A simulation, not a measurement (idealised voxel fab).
Process module heading - voxel gate over fins
cross-section cut | 140 nm wide | cells 5 nm
Think of the cross-section as a grid of square cells. We describe it in bands, top to bottom, and each band covers one or more rows of those cells.
For a band, the entry starts with two heights in nm, that of the top and then that of the bottom, and carries on with the band's materials in order from left to right, each alongside its width in nm; the word "edge to edge" beside a single material means it fills the band edge to edge, and "blank" means empty space.
The level at which height equals 0 is the one under which the wafer, as it arrives, is entirely one material. No lower edge exists for the bottom band, which continues downward and is notated as in "0 -> down".
With a width like "30 to 40", each row of cells in the band differs from the next by the same amount, the top row carrying the first number and the bottom row the second.
When a step is marked "no change", none of the cells in the cross-section changed during that step.
"Fully sealed cavities" contains a list of empty spaces, each no smaller than 8 cells and without an open way to the top, written in the form width x height at distance with the distance from the left edge and all three in nm.
What comes after the settings on a step's line is commentary from the simulator itself on that step.
Regarding "overlay nm": on a step with a mask, it is the distance the mask lay to the right of its planned place; a negative value places it to the left.

So here's the lineup of process steps we planned:
1) RECEIVE [material Si]
2) CONFORMAL_DEP [material SiN] [thk nm 5]
3) MASKED_ETCH [tone cover] [mask id FINS] [width nm 15] [pitch nm 45] [etch materials SiN] [depth nm 5] [overlay nm 0]
4) MASKED_ETCH [tone cover] [mask id FINS] [width nm 15] [pitch nm 45] [etch materials Si] [depth nm 40] [overlay nm 0]
5) OXIDIZE [depth nm 5]
6) FILL_DEP [material SiO2] [thk nm 5]
7) CMP [height nm 5]
8) SELECTIVE_ETCH [etch materials SiO2] [depth nm 20]
9) STRIP [etch materials SiN]
10) CONFORMAL_DEP [material HfO2] [thk nm 5]
11) CONFORMAL_DEP [material TiN] [thk nm 5]
12) FILL_DEP [material W] [thk nm 15]
13) CMP [height nm 20]
14) CONFORMAL_DEP [material SiN] [thk nm 10]

The first wafer of two, processed as planned:

Incoming wafer in cross-section (state: after step 1):
	0 -> down  Si edge to edge
	Fully sealed cavities: none

after step 2:
	5 -> 0  SiN edge to edge
	Below 0, the layers are the same as they were.

after step 3:
	5 -> 0  15 nm blank; 15 nm SiN; 30 nm blank; 15 nm SiN; 30 nm blank; 15 nm SiN; 20 nm blank
	Below 0, the layers are the same as they were.

after step 4:
	5 -> 0  15 nm blank; 15 nm SiN; 30 nm blank; 15 nm SiN; 30 nm blank; 15 nm SiN; 20 nm blank
	0 -> -40  15 nm blank; 15 nm Si; 30 nm blank; 15 nm Si; 30 nm blank; 15 nm Si; 20 nm blank
	Below -40, the layers are the same as they were.

after step 5:
	5 -> 0  15 nm blank; 15 nm SiN; 30 nm blank; 15 nm SiN; 30 nm blank; 15 nm SiN; 20 nm blank
	0 -> -40  15 nm blank; 5 nm SiO2; 5 nm Si; 5 nm SiO2; 30 nm blank; 5 nm SiO2; 5 nm Si; 5 nm SiO2; 30 nm blank; 5 nm SiO2; 5 nm Si; 5 nm SiO2; 20 nm blank
	-40 -> -45  20 nm SiO2; 5 nm Si; 40 nm SiO2; 5 nm Si; 40 nm SiO2; 5 nm Si; 25 nm SiO2
	Below -45, the layers are the same as they were.

after step 6:
	10 -> 5  SiO2 edge to edge
	5 -> 0  15 nm SiO2; 15 nm SiN; 30 nm SiO2; 15 nm SiN; 30 nm SiO2; 15 nm SiN; 20 nm SiO2
	0 -> -45  20 nm SiO2; 5 nm Si; 40 nm SiO2; 5 nm Si; 40 nm SiO2; 5 nm Si; 25 nm SiO2
	Below -45, the layers are the same as they were.

after step 7:
	5 -> 0  15 nm SiO2; 15 nm SiN; 30 nm SiO2; 15 nm SiN; 30 nm SiO2; 15 nm SiN; 20 nm SiO2
	Below 0, the layers are the same as they were.

after step 8:
	5 -> 0  15 nm blank; 15 nm SiN; 30 nm blank; 15 nm SiN; 30 nm blank; 15 nm SiN; 20 nm blank
	0 -> -15  20 nm blank; 5 nm Si; 40 nm blank; 5 nm Si; 40 nm blank; 5 nm Si; 25 nm blank
	Below -15, the layers are the same as they were.

after step 9:
	0 -> -15  20 nm blank; 5 nm Si; 40 nm blank; 5 nm Si; 40 nm blank; 5 nm Si; 25 nm blank
	Below -15, the layers are the same as they were.

after step 10:
	5 -> 0  15 nm blank; 15 nm HfO2; 30 nm blank; 15 nm HfO2; 30 nm blank; 15 nm HfO2; 20 nm blank
	0 -> -10  15 nm blank; 5 nm HfO2; 5 nm Si; 5 nm HfO2; 30 nm blank; 5 nm HfO2; 5 nm Si; 5 nm HfO2; 30 nm blank; 5 nm HfO2; 5 nm Si; 5 nm HfO2; 20 nm blank
	-10 -> -15  20 nm HfO2; 5 nm Si; 40 nm HfO2; 5 nm Si; 40 nm HfO2; 5 nm Si; 25 nm HfO2
	Below -15, the layers are the same as they were.

after step 11:
	10 -> 5  10 nm blank; 25 nm TiN; 20 nm blank; 25 nm TiN; 20 nm blank; 25 nm TiN; 15 nm blank
	5 -> 0  10 nm blank; 5 nm TiN; 15 nm HfO2; 5 nm TiN; 20 nm blank; 5 nm TiN; 15 nm HfO2; 5 nm TiN; 20 nm blank; 5 nm TiN; 15 nm HfO2; 5 nm TiN; 15 nm blank
	0 -> -5  10 nm blank; 5 nm TiN; 5 nm HfO2; 5 nm Si; 5 nm HfO2; 5 nm TiN; 20 nm blank; 5 nm TiN; 5 nm HfO2; 5 nm Si; 5 nm HfO2; 5 nm TiN; 20 nm blank; 5 nm TiN; 5 nm HfO2; 5 nm Si; 5 nm HfO2; 5 nm TiN; 15 nm blank
	-5 -> -10  15 nm TiN; 5 nm HfO2; 5 nm Si; 5 nm HfO2; 30 nm TiN; 5 nm HfO2; 5 nm Si; 5 nm HfO2; 30 nm TiN; 5 nm HfO2; 5 nm Si; 5 nm HfO2; 20 nm TiN
	Below -10, the layers are the same as they were.

after step 12:
	25 -> 10  W edge to edge
	10 -> 5  10 nm W; 25 nm TiN; 20 nm W; 25 nm TiN; 20 nm W; 25 nm TiN; 15 nm W
	5 -> 0  10 nm W; 5 nm TiN; 15 nm HfO2; 5 nm TiN; 20 nm W; 5 nm TiN; 15 nm HfO2; 5 nm TiN; 20 nm W; 5 nm TiN; 15 nm HfO2; 5 nm TiN; 15 nm W
	0 -> -5  10 nm W; 5 nm TiN; 5 nm HfO2; 5 nm Si; 5 nm HfO2; 5 nm TiN; 20 nm W; 5 nm TiN; 5 nm HfO2; 5 nm Si; 5 nm HfO2; 5 nm TiN; 20 nm W; 5 nm TiN; 5 nm HfO2; 5 nm Si; 5 nm HfO2; 5 nm TiN; 15 nm W
	Below -5, the layers are the same as they were.

after step 13:
	20 -> 10  W edge to edge
	Below 10, the layers are the same as they were.

after step 14:
	30 -> 20  SiN edge to edge
	Below 20, the layers are the same as they were.

Companion wafer, the second of two: same beginning, same intended sequence, one mistake in carrying it out; through step 2 inclusive it tracks the first exactly:

Cross-section, second wafer, at the end time the plan gives for step 3:
	5 -> 0  20 nm blank; 15 nm SiN; 30 nm blank; 15 nm SiN; 30 nm blank; 15 nm SiN; 15 nm blank
	Below 0, the layers are the same as they were.

Cross-section, second wafer, at the end time the plan gives for step 4:
	5 -> 0  20 nm blank; 15 nm SiN; 30 nm blank; 15 nm SiN; 30 nm blank; 15 nm SiN; 15 nm blank
	0 -> -40  15 nm blank; 20 nm Si; 25 nm blank; 20 nm Si; 25 nm blank; 20 nm Si; 15 nm blank
	Below -40, the layers are the same as they were.

Cross-section, second wafer, at the end time the plan gives for step 5:
	5 -> 0  20 nm blank; 15 nm SiN; 30 nm blank; 15 nm SiN; 30 nm blank; 15 nm SiN; 15 nm blank
	0 -> -5  15 nm blank; 10 nm SiO2; 5 nm Si; 5 nm SiO2; 25 nm blank; 10 nm SiO2; 5 nm Si; 5 nm SiO2; 25 nm blank; 10 nm SiO2; 5 nm Si; 5 nm SiO2; 15 nm blank
	-5 -> -40  15 nm blank; 5 nm SiO2; 10 nm Si; 5 nm SiO2; 25 nm blank; 5 nm SiO2; 10 nm Si; 5 nm SiO2; 25 nm blank; 5 nm SiO2; 10 nm Si; 5 nm SiO2; 15 nm blank
	-40 -> -45  20 nm SiO2; 10 nm Si; 35 nm SiO2; 10 nm Si; 35 nm SiO2; 10 nm Si; 20 nm SiO2
	Below -45, the layers are the same as they were.

Cross-section, second wafer, at the end time the plan gives for step 6:
	10 -> 5  SiO2 edge to edge
	5 -> 0  20 nm SiO2; 15 nm SiN; 30 nm SiO2; 15 nm SiN; 30 nm SiO2; 15 nm SiN; 15 nm SiO2
	0 -> -5  25 nm SiO2; 5 nm Si; 40 nm SiO2; 5 nm Si; 40 nm SiO2; 5 nm Si; 20 nm SiO2
	-5 -> -45  20 nm SiO2; 10 nm Si; 35 nm SiO2; 10 nm Si; 35 nm SiO2; 10 nm Si; 20 nm SiO2
	Below -45, the layers are the same as they were.

Cross-section, second wafer, at the end time the plan gives for step 7:
	5 -> 0  20 nm SiO2; 15 nm SiN; 30 nm SiO2; 15 nm SiN; 30 nm SiO2; 15 nm SiN; 15 nm SiO2
	Below 0, the layers are the same as they were.

Cross-section, second wafer, at the end time the plan gives for step 8:
	5 -> 0  20 nm blank; 15 nm SiN; 30 nm blank; 15 nm SiN; 30 nm blank; 15 nm SiN; 15 nm blank
	0 -> -5  25 nm blank; 5 nm Si; 40 nm blank; 5 nm Si; 40 nm blank; 5 nm Si; 20 nm blank
	-5 -> -15  20 nm blank; 10 nm Si; 35 nm blank; 10 nm Si; 35 nm blank; 10 nm Si; 20 nm blank
	Below -15, the layers are the same as they were.

Cross-section, second wafer, at the end time the plan gives for step 9:
	0 -> -5  25 nm blank; 5 nm Si; 40 nm blank; 5 nm Si; 40 nm blank; 5 nm Si; 20 nm blank
	Below -5, the layers are the same as they were.

Cross-section, second wafer, at the end time the plan gives for step 10:
	5 -> 0  20 nm blank; 15 nm HfO2; 30 nm blank; 15 nm HfO2; 30 nm blank; 15 nm HfO2; 15 nm blank
	0 -> -10  15 nm blank; 10 to 5 nm HfO2; 5 to 10 nm Si; 5 nm HfO2; 25 nm blank; 10 to 5 nm HfO2; 5 to 10 nm Si; 5 nm HfO2; 25 nm blank; 10 to 5 nm HfO2; 5 to 10 nm Si; 5 nm HfO2; 15 nm blank
	-10 -> -15  20 nm HfO2; 10 nm Si; 35 nm HfO2; 10 nm Si; 35 nm HfO2; 10 nm Si; 20 nm HfO2
	Below -15, the layers are the same as they were.

Cross-section, second wafer, at the end time the plan gives for step 11:
	10 -> 5  15 nm blank; 25 nm TiN; 20 nm blank; 25 nm TiN; 20 nm blank; 25 nm TiN; 10 nm blank
	5 -> 0  10 nm blank; 10 nm TiN; 15 nm HfO2; 5 nm TiN; 15 nm blank; 10 nm TiN; 15 nm HfO2; 5 nm TiN; 15 nm blank; 10 nm TiN; 15 nm HfO2; 5 nm TiN; 10 nm blank
	0 -> -5  10 nm blank; 5 nm TiN; 10 nm HfO2; 5 nm Si; 5 nm HfO2; 5 nm TiN; 15 nm blank; 5 nm TiN; 10 nm HfO2; 5 nm Si; 5 nm HfO2; 5 nm TiN; 15 nm blank; 5 nm TiN; 10 nm HfO2; 5 nm Si; 5 nm HfO2; 5 nm TiN; 10 nm blank
	-5 -> -10  15 nm TiN; 5 nm HfO2; 10 nm Si; 5 nm HfO2; 25 nm TiN; 5 nm HfO2; 10 nm Si; 5 nm HfO2; 25 nm TiN; 5 nm HfO2; 10 nm Si; 5 nm HfO2; 15 nm TiN
	Below -10, the layers are the same as they were.

Cross-section, second wafer, at the end time the plan gives for step 12:
	25 -> 10  W edge to edge
	10 -> 5  15 nm W; 25 nm TiN; 20 nm W; 25 nm TiN; 20 nm W; 25 nm TiN; 10 nm W
	5 -> 0  10 nm W; 10 nm TiN; 15 nm HfO2; 5 nm TiN; 15 nm W; 10 nm TiN; 15 nm HfO2; 5 nm TiN; 15 nm W; 10 nm TiN; 15 nm HfO2; 5 nm TiN; 10 nm W
	0 -> -5  10 nm W; 5 nm TiN; 10 nm HfO2; 5 nm Si; 5 nm HfO2; 5 nm TiN; 15 nm W; 5 nm TiN; 10 nm HfO2; 5 nm Si; 5 nm HfO2; 5 nm TiN; 15 nm W; 5 nm TiN; 10 nm HfO2; 5 nm Si; 5 nm HfO2; 5 nm TiN; 10 nm W
	Below -5, the layers are the same as they were.

Cross-section, second wafer, at the end time the plan gives for step 13:
	20 -> 10  W edge to edge
	Below 10, the layers are the same as they were.

Cross-section, second wafer, at the end time the plan gives for step 14:
	30 -> 20  SiN edge to edge
	Below 20, the layers are the same as they were.
Nonconformance to the process plan: step 3 did not happen as planned, as run it was MASKED_ETCH [tone cover] [mask id FINS] [width nm 15] [pitch nm 45] [etch materials SiN] [depth nm 5] [overlay nm 5]
FYI, end of process, the second wafer has more or fewer cells of some materials than the first: +24 Si, -18 SiO2, -6 W
